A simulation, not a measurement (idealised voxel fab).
Documented hereafter: the process module known as voxel double patterning.
The figure presents cross-section cut, which has a width of 265 nm and is divided into square cells with an edge length of 5 nm.
Each cross-section below is a grid of square cells, stated as bands in top-down order, with one or more rows of cells making up each band.
Look at the band entry: it leads with the top's height and the bottom's height in nm. Then it lists the materials left to right, with a width in nm for each. The word "edge to edge" on a single material says that material fills the band edge to edge. The word "air" is empty space.
Zero point of the height axis is 0; under it, received wafer = one material. Lowest band: continues down indefinitely, "0 and below".
Quick explanation for "30 to 40": the width changes in equal steps down the rows of cells, from the first number in the band's top row to the second number in its bottom row.
Basically "no modification" means that step didn't change any cell in the cross-section.
Under "Voids, enclosed" you'll find the enclosed gaps, the ones with no way out to the top, that are 8 cells or bigger; each reads width x height at distance, with distance counted from the left edge, everything in nm.
The remark found on a step's line after its settings is issued by the simulator itself and pertains to that step.
overlay nm, on a step with a mask: how far to the right of its planned place the mask lay; to the left if negative

**Set out below are the planned steps of the process**
1,RECEIVE | material Si
2,CONFORMAL_DEP | material SiO2 | thk nm 10
3,DIRECTIONAL_DEP | material W | thk nm 15
4,DIRECTIONAL_DEP | material SiCN | thk nm 10
5,MASKED_ETCH | tone open | mask id FIRST | width nm 15 | pitch nm 50 | etch materials SiCN | depth nm 10 | overlay nm 0
6,PATTERN | tone open | mask id SECOND | material resist | width nm 15 | thk nm 15 | overlay nm 0
7,DIRECTIONAL_ETCH | etch materials SiCN | depth nm 10
8,STRIP | etch materials resist
9,DIRECTIONAL_ETCH | etch materials W | depth nm 15
10,STRIP | etch materials SiCN

**What follows covers the first of two wafers; it ran as planned**

**So this is the incoming wafer in cross-section - it's already been through step 1**
  0 and below  Si edge to edge
  Voids, enclosed: none

**Step 2 complete: cross-section through the wafer**
  10 down to 0  SiO2 edge to edge
  Unchanged below 0.

**Step 3 complete: cross-section through the wafer**
  25 down to 10  W edge to edge
  Unchanged below 10.

**Step 4 complete: cross-section through the wafer**
  35 down to 25  SiCN edge to edge
  Unchanged below 25.

**Step 5 complete: cross-section through the wafer**
  35 down to 25  SiCN 100; air 15; SiCN 35; air 15; SiCN 100
  Unchanged below 25.

**Step 6 complete: cross-section through the wafer**
  50 down to 35  resist 125; air 15; resist 125
  35 down to 25  SiCN 100; resist 15; SiCN 35; resist 15; SiCN 100
  Unchanged below 25.

**Step 7 complete: cross-section through the wafer**
  50 down to 35  resist 125; air 15; resist 125
  35 down to 25  SiCN 100; resist 15; SiCN 10; air 15; SiCN 10; resist 15; SiCN 100
  Unchanged below 25.

**Step 8 complete: cross-section through the wafer**
  35 down to 25  SiCN 100; air 15; SiCN 10; air 15; SiCN 10; air 15; SiCN 100
  Unchanged below 25.

**Step 9 complete: cross-section through the wafer**
  35 down to 25  SiCN 100; air 15; SiCN 10; air 15; SiCN 10; air 15; SiCN 100
  25 down to 10  W 100; air 15; W 10; air 15; W 10; air 15; W 100
  Unchanged below 10.

**Step 10 complete: cross-section through the wafer**
  25 down to 10  W 100; air 15; W 10; air 15; W 10; air 15; W 100
  Unchanged below 10.

**Companion wafer, the second of two: same beginning, same intended sequence, one mistake in carrying it out; through step 2 inclusive it tracks the first exactly**

**Second wafer cross-section, taken as of the time the plan sets for step 3 to be done**
  40 down to 10  W edge to edge
  Unchanged below 10.

**Second wafer cross-section, taken as of the time the plan sets for step 4 to be done**
  50 down to 40  SiCN edge to edge
  Unchanged below 40.

**Second wafer cross-section, taken as of the time the plan sets for step 5 to be done**
  50 down to 40  SiCN 100; air 15; SiCN 35; air 15; SiCN 100
  Unchanged below 40.

**Second wafer cross-section, taken as of the time the plan sets for step 6 to be done**
  65 down to 50  resist 125; air 15; resist 125
  50 down to 40  SiCN 100; resist 15; SiCN 35; resist 15; SiCN 100
  Unchanged below 40.

**Second wafer cross-section, taken as of the time the plan sets for step 7 to be done**
  65 down to 50  resist 125; air 15; resist 125
  50 down to 40  SiCN 100; resist 15; SiCN 10; air 15; SiCN 10; resist 15; SiCN 100
  Unchanged below 40.

**Second wafer cross-section, taken as of the time the plan sets for step 8 to be done**
  50 down to 40  SiCN 100; air 15; SiCN 10; air 15; SiCN 10; air 15; SiCN 100
  Unchanged below 40.

**Second wafer cross-section, taken as of the time the plan sets for step 9 to be done**
  50 down to 40  SiCN 100; air 15; SiCN 10; air 15; SiCN 10; air 15; SiCN 100
  40 down to 25  W 100; air 15; W 10; air 15; W 10; air 15; W 100
  Unchanged below 25.

**Second wafer cross-section, taken as of the time the plan sets for step 10 to be done**
  40 down to 25  W 100; air 15; W 10; air 15; W 10; air 15; W 100
  Unchanged below 25.
It is concluded that the wafer was processed incorrectly with respect to the plan, in that the plan's step 3 ran twice
Looking at both finished wafers in cells, the second ends up ahead of or behind the first on some materials: +159 W
